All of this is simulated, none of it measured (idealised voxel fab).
The process module presented herein is designated voxel ribs on slabs.
Cross-sectional view cut (width: 190 nm; square cell size: 5 nm).
A cross-section in this document is a grid of square cells, and it is written down as bands, the top band listed before the ones below it; a band is made up of one or more rows of cells.
The entry gives the band's vertical extent as a top height and a bottom height in nm, then its horizontal make-up as materials from left to right, each with a width in nm. "air" stands for empty space; a single material marked "full width" fills the band edge to edge.
We count height from 0. Below that, the starting wafer is all one material. The lowest band never ends at the bottom but goes on down; see "from 0 down" for how that is written.
A width given as "30 to 40" starts at the first number in the band's top row and ends at the second number in its bottom row, shifting by an equal amount at every step from row to row.
Take "nothing different" at face value: in the step it is given for, the cross-section changed in none of its cells.
Basically, "Fully sealed cavities" tells you about the enclosed voids: empty spaces with no open way to the top, 8 cells or bigger, each written width x height at distance, where distance is from the left edge, all in nm.
The remark found on a step's line after its settings is issued by the simulator itself and pertains to that step.
"overlay nm", when on a step's line for a step with a mask, measures how far to the right of its planned place the mask lay; a negative measure means to the left.

**Here's what the planned process steps look like**
- 1: op RECEIVE | material Si
- 2: op DIRECTIONAL_DEP | material SiO2 | thk nm 20
- 3: op DIRECTIONAL_DEP | material SiN | thk nm 20
- 4: op DIRECTIONAL_DEP | material aC | thk nm 10
- 5: op PATTERN | tone cover | mask id RIB | material resist | width nm 30 | thk nm 30 | overlay nm 0
- 6: op DIRECTIONAL_ETCH | etch materials aC | depth nm 10
- 7: op STRIP | etch materials resist
- 8: op DIRECTIONAL_ETCH | etch materials SiN | depth nm 10
- 9: op STRIP | etch materials aC
- 10: op MASKED_ETCH | tone cover | mask id SLAB | width nm 70 | etch materials SiN | depth nm 10 | overlay nm 0
- 11: op FILL_DEP | material SiO2 | thk nm 20
- 12: op CMP | height nm 55
- 13: op DIRECTIONAL_DEP | material TiN | thk nm 10
- 14: op PATTERN | tone cover | mask id HEATER | material resist | width nm 40 | thk nm 20 | overlay nm 0
- 15: op DIRECTIONAL_ETCH | etch materials TiN | depth nm 10
- 16: op STRIP | etch materials resist
- 17: op CONFORMAL_DEP | material SiN | thk nm 5

**Shown in cross-section is the wafer as received, that is, as it stands after step 1**
- from 0 down = Si full width
- Fully sealed cavities: none

**Final cross-section, module run with one mistake (start and plan as above)**
- from 70 to 65 = 70 air; 50 SiN; 70 air
- from 65 to 60 = 70 air; 5 SiN; 40 TiN; 5 SiN; 70 air
- from 60 to 55 = 75 SiN; 40 TiN; 75 SiN
- from 55 to 40 = SiO2 full width
- from 40 to 30 = 60 SiO2; 20 SiN; 30 SiO2; 20 SiN; 60 SiO2
- from 30 to 20 = SiN full width
- from 20 to 0 = SiO2 full width
- from 0 down = Si full width
- Fully sealed cavities: none
Run error: step 5 ran as: op PATTERN | tone open | mask id RIB | material resist | width nm 30 | thk nm 30 | overlay nm 0
